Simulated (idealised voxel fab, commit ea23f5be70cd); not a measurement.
process module | voxel released beams
cross-section cut | 185 nm wide | cells 5 nm
A cross-section is a grid of square cells, given in bands from the top down. A band is one or more rows of cells.
Each band's line starts with the height of the band's top and of its bottom, in nm. Then come its materials from left to right, each with its width in nm. One material with "throughout" fills the band from edge to edge. "air" is empty space.
Height 0 is the level under which the wafer as received is all one material. The lowest band goes on downwards, as in "0 down".
A width such as "30 to 40" changes by the same amount from each row of cells to the next, from the band's top row to its bottom row.
"no change" after a step means that no cell of the cross-section changed.
closed voids: empty space of 8 cells or more with no open way to the top, each as width x height at its distance from the left edge, in nm
after a step's settings: what the simulator itself notes on the step
overlay nm, on a step with a mask: how far to the right of its planned place the mask lay; to the left if negative
plan
1 op RECEIVE | material Si
2 op CONFORMAL_DEP | material Al2O3 | thk nm 10
3 op DIRECTIONAL_DEP | material SiO2 | thk nm 20
4 op DIRECTIONAL_DEP | material aC | thk nm 10
5 op PATTERN | tone open | mask id ANCHOR | material resist | width nm 45 | thk nm 30 | overlay nm 0
6 op DIRECTIONAL_ETCH | etch materials aC | depth nm 10
7 op STRIP | etch materials resist
8 op DIRECTIONAL_ETCH | etch materials SiO2 | depth nm 20
9 op STRIP | etch materials aC
10 op CONFORMAL_DEP | material polySi | thk nm 15
11 op MASKED_ETCH | tone cover | mask id BEAM | width nm 110 | etch materials polySi | depth nm 15 | overlay nm 0
12 op STRIP | etch materials SiO2
as received, after step 1
  0 down: Si throughout
  closed voids: none
first wafer at the end, as planned
  45 to 30: air 35 | polySi 20 | air 15 | polySi 75 | air 40
  30 to 25: air 40 | polySi 15 | air 15 | polySi 15 | air 100
  25 to 10: air 40 | polySi 45 | air 100
  10 to 0: Al2O3 throughout
  0 down: Si throughout
  closed voids: none
second wafer at the end: like start, like plan, one mistake
  60 to 45: air 35 | polySi 110 | air 40
  45 to 30: polySi throughout
  30 to 10: SiO2 40 | polySi 45 | SiO2 100
  10 to 0: Al2O3 throughout
  0 down: Si throughout
  closed voids: none
what went wrong: step 10 was run twice
at the end the second wafer has, in cells: 112 more of SiO2 | 123 more of polySi
